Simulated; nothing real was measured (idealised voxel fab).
The process module that follows is named voxel capacitor over wiring.
Section shown: cut. Width: 235 nm. Cell size: 5 nm, square.
In what follows, cross-sections appear as grids of square cells, described through bands that run from the top down, where every band is one or more rows of cells. In this notation a band is specified by the heights of its top and bottom, in that order and in nm, after which its materials appear from left to right, each paired with its width in nm. The word "everywhere" attached to a single material means that material fills the band from edge to edge; the word "blank" stands for empty space. Heights are measured from 0, the level below which the as-received wafer is all one material; the lowest band has no bottom and continues downward, written as in "z 0 and below". It should be noted that a width expressed as "30 to 40" varies in equal increments from row to row of cells within the band, taking the value of the first number at the top row and that of the second number at the bottom row. What does "all unchanged" mean for a step? It means no cell of the cross-section changed in that step. Closed void table: empty space of 8 cells or more with no open way to the top, each as width x height at its distance from the left edge, in nm. It should be noted that, on the line of a given step, the content following the step's settings is a remark produced by the simulator itself with respect to that step. On any step carrying a mask, the "overlay nm" setting, if present on the step's line, tells how far right of its planned place the mask lay; negative values point to the left.
INTENDED PROCESS STEPS
1: RECEIVE,material Si
2: CONFORMAL_DEP,material SiO2,thk nm 15
3: CONFORMAL_DEP,material SiCN,thk nm 5
4: DIRECTIONAL_DEP,material SiO2,thk nm 25
5: MASKED_ETCH,tone open,mask id METAL_1,width nm 30,pitch nm 85,etch materials SiO2,depth nm 25,overlay nm 0
6: MASKED_ETCH,tone open,mask id METAL_1,width nm 30,pitch nm 85,etch materials SiCN,depth nm 5,overlay nm 0
7: CONFORMAL_DEP,material TiN,thk nm 5
8: FILL_DEP,material Cu,thk nm 5
9: CMP,height nm 45
10: CONFORMAL_DEP,material SiCN,thk nm 5
11: DIRECTIONAL_DEP,material SiO2,thk nm 20
12: DIRECTIONAL_DEP,material aC,thk nm 15
13: PATTERN,tone open,mask id PLUG_1,material resist,width nm 15,thk nm 30,overlay nm 0
14: DIRECTIONAL_ETCH,etch materials aC,depth nm 15
15: STRIP,etch materials resist
16: DIRECTIONAL_ETCH,etch materials SiO2,depth nm 20
17: DIRECTIONAL_ETCH,etch materials SiCN,depth nm 5
18: STRIP,etch materials aC
19: CONFORMAL_DEP,material TiN,thk nm 5
20: FILL_DEP,material Cu,thk nm 10
21: CMP,height nm 70
22: DIRECTIONAL_DEP,material TiN,thk nm 10
23: DIRECTIONAL_DEP,material HfO2,thk nm 5
24: DIRECTIONAL_DEP,material TiN,thk nm 10
25: PATTERN,tone cover,mask id UPPER_PLATE,material resist,width nm 50,thk nm 15,overlay nm 0
26: DIRECTIONAL_ETCH,etch materials TiN,depth nm 10
27: DIRECTIONAL_ETCH,etch materials HfO2,depth nm 5
28: STRIP,etch materials resist
29: MASKED_ETCH,tone cover,mask id LOWER_PLATE,width nm 70,etch materials TiN,depth nm 10,overlay nm 0
30: FILL_DEP,material SiO2,thk nm 15
31: CMP,height nm 105
32: DIRECTIONAL_DEP,material aC,thk nm 15
33: PATTERN,tone open,mask id PLUG_2,material resist,width nm 15,thk nm 30,overlay nm 0
34: DIRECTIONAL_ETCH,etch materials aC,depth nm 15
35: STRIP,etch materials resist
36: DIRECTIONAL_ETCH,etch materials SiO2,depth nm 10
37: STRIP,etch materials aC
38: CONFORMAL_DEP,material TiN,thk nm 5
39: FILL_DEP,material Ru,thk nm 10
40: CMP,height nm 105
41: CONFORMAL_DEP,material SiN,thk nm 5
Quick note for whoever runs this: the wafers start identical, but the width nm at step 25 isn't the same across them. The plan just shows what the first wafer had.
SO THIS IS THE FIRST OF SEVERAL WAFERS, CROSS-SECTIONED AS IT CAME TO US, MEANING IT'S AT THE END OF STEP 1
> z 0 and below: Si everywhere
> Closed void table: none
FIRST OF SEVERAL WAFERS IN CROSS-SECTION AT MODULE END, FOLLOWING THE FINAL STEP, STEP 41
> z 110 to 105: SiN everywhere
> z 105 to 100: SiO2 85, TiN 5, Ru 5, TiN 5, SiO2 135
> z 100 to 95: SiO2 85, TiN 15, SiO2 135
> z 95 to 85: SiO2 80, TiN 50, SiO2 105
> z 85 to 80: SiO2 80, HfO2 50, SiO2 105
> z 80 to 70: SiO2 70, TiN 70, SiO2 95
> z 70 to 50: SiO2 75, TiN 5, Cu 5, TiN 5, SiO2 145
> z 50 to 45: SiCN 75, TiN 15, SiCN 145
> z 45 to 20: SiO2 60, TiN 5, Cu 20, TiN 5, SiO2 55, TiN 5, Cu 20, TiN 5, SiO2 60
> z 20 to 15: SiCN 60, TiN 30, SiCN 55, TiN 30, SiCN 60
> z 15 to 0: SiO2 everywhere
> z 0 and below: Si everywhere
> Closed void table: none
CROSS-SECTIONAL DEPICTION OF THE LAST OF SEVERAL WAFERS UPON COMPLETION OF THE MODULE
> z 110 to 105: SiN everywhere
> z 105 to 100: SiO2 85, TiN 5, Ru 5, TiN 5, SiO2 135
> z 100 to 95: SiO2 85, TiN 15, SiO2 135
> z 95 to 85: SiO2 70, TiN 70, SiO2 95
> z 85 to 80: SiO2 70, HfO2 75, SiO2 90
> z 80 to 70: SiO2 70, TiN 75, SiO2 90
> z 70 to 50: SiO2 75, TiN 5, Cu 5, TiN 5, SiO2 145
> z 50 to 45: SiCN 75, TiN 15, SiCN 145
> z 45 to 20: SiO2 60, TiN 5, Cu 20, TiN 5, SiO2 55, TiN 5, Cu 20, TiN 5, SiO2 60
> z 20 to 15: SiCN 60, TiN 30, SiCN 55, TiN 30, SiCN 60
> z 15 to 0: SiO2 everywhere
> z 0 and below: Si everywhere
> Closed void table: none
THE TABLE BELOW HAS ONE ROW FOR EACH WAFER; A ROW SHOWS, AS OF THE END OF THE MODULE, HOW MANY CELLS OF EACH MATERIAL THE WAFER HAS GAINED, MARKED (+), OR LOST, MARKED (-), SINCE IT WAS RECEIVED, AND THEN THE WAFER'S CLOSED VOIDS
width nm 50 | +44 Cu | +10 HfO2 | +1 Ru | +79 SiCN | +47 SiN | +757 SiO2 | +96 TiN | Closed void table: none
width nm 55 | +44 Cu | +11 HfO2 | +1 Ru | +79 SiCN | +47 SiN | +754 SiO2 | +98 TiN | Closed void table: none
width nm 60 | +44 Cu | +12 HfO2 | +1 Ru | +79 SiCN | +47 SiN | +751 SiO2 | +100 TiN | Closed void table: none
width nm 65 | +44 Cu | +13 HfO2 | +1 Ru | +79 SiCN | +47 SiN | +748 SiO2 | +102 TiN | Closed void table: none
width nm 70 | +44 Cu | +14 HfO2 | +1 Ru | +79 SiCN | +47 SiN | +745 SiO2 | +104 TiN | Closed void table: none
width nm 75 | +44 Cu | +15 HfO2 | +1 Ru | +79 SiCN | +47 SiN | +742 SiO2 | +106 TiN | Closed void table: none
